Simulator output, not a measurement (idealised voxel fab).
process module | voxel lift off
cross-section cut | 270 nm wide | cells 5 nm
A cross-section is a grid of square cells, given in bands from the top down. A band is one or more rows of cells.
Each band's line starts with the height of the band's top and of its bottom, in nm. Then come its materials from left to right, each with its width in nm. One material with "throughout" fills the band from edge to edge. "air" is empty space.
Height 0 is the level under which the wafer as received is all one material. The lowest band goes on downwards, as in "0 down".
A width such as "30 to 40" changes by the same amount from each row of cells to the next, from the band's top row to its bottom row.
"no change" after a step means that no cell of the cross-section changed.
closed voids: empty space of 8 cells or more with no open way to the top, each as width x height at its distance from the left edge, in nm
after a step's settings: what the simulator itself notes on the step
overlay nm, on a step with a mask: how far to the right of its planned place the mask lay; to the left if negative
plan
1 op RECEIVE | material Si
2 op CONFORMAL_DEP | material SiN | thk nm 5
3 op PATTERN | tone open | mask id LINES | material resist | width nm 15 | pitch nm 45 | thk nm 20 | overlay nm 0
4 op DIRECTIONAL_DEP | material Ru | thk nm 10
5 op STRIP | etch materials resist
6 op CONFORMAL_DEP | material SiCN | thk nm 10
first wafer, as planned
as received, after step 1
  0 down: Si throughout
  closed voids: none
after step 2
  5 to 0: SiN throughout
  below 0: unchanged
after step 3
  25 to 5: resist 60 | air 15 | resist 30 | air 15 | resist 30 | air 15 | resist 30 | air 15 | resist 60
  below 5: unchanged
after step 4
  35 to 25: Ru 60 | air 15 | Ru 30 | air 15 | Ru 30 | air 15 | Ru 30 | air 15 | Ru 60
  25 to 15: resist 60 | air 15 | resist 30 | air 15 | resist 30 | air 15 | resist 30 | air 15 | resist 60
  15 to 5: resist 60 | Ru 15 | resist 30 | Ru 15 | resist 30 | Ru 15 | resist 30 | Ru 15 | resist 60
  below 5: unchanged
after step 5
  15 to 5: air 60 | Ru 15 | air 30 | Ru 15 | air 30 | Ru 15 | air 30 | Ru 15 | air 60
  below 5: unchanged
after step 6
  25 to 15: air 50 | SiCN 35 | air 10 | SiCN 35 | air 10 | SiCN 35 | air 10 | SiCN 35 | air 50
  15 to 5: SiCN 60 | Ru 15 | SiCN 30 | Ru 15 | SiCN 30 | Ru 15 | SiCN 30 | Ru 15 | SiCN 60
  below 5: unchanged
second wafer: like start, like plan, one mistake. Through step 2 it matches the first wafer
when step 3 should have ended
  25 to 5: resist 60 | air 20 | resist 25 | air 20 | resist 25 | air 20 | resist 25 | air 20 | resist 55
  below 5: unchanged
when step 4 should have ended
  35 to 25: Ru 60 | air 20 | Ru 25 | air 20 | Ru 25 | air 20 | Ru 25 | air 20 | Ru 55
  25 to 15: resist 60 | air 20 | resist 25 | air 20 | resist 25 | air 20 | resist 25 | air 20 | resist 55
  15 to 5: resist 60 | Ru 20 | resist 25 | Ru 20 | resist 25 | Ru 20 | resist 25 | Ru 20 | resist 55
  below 5: unchanged
when step 5 should have ended
  15 to 5: air 60 | Ru 20 | air 25 | Ru 20 | air 25 | Ru 20 | air 25 | Ru 20 | air 55
  below 5: unchanged
when step 6 should have ended
  25 to 15: air 50 | SiCN 40 | air 5 | SiCN 40 | air 5 | SiCN 40 | air 5 | SiCN 40 | air 45
  15 to 5: SiCN 60 | Ru 20 | SiCN 25 | Ru 20 | SiCN 25 | Ru 20 | SiCN 25 | Ru 20 | SiCN 55
  below 5: unchanged
what went wrong: step 3 ran as: op PATTERN | tone open | mask id LINES | material resist | width nm 20 | pitch nm 45 | thk nm 20 | overlay nm 0
at the end the second wafer has, in cells: 8 more of Ru
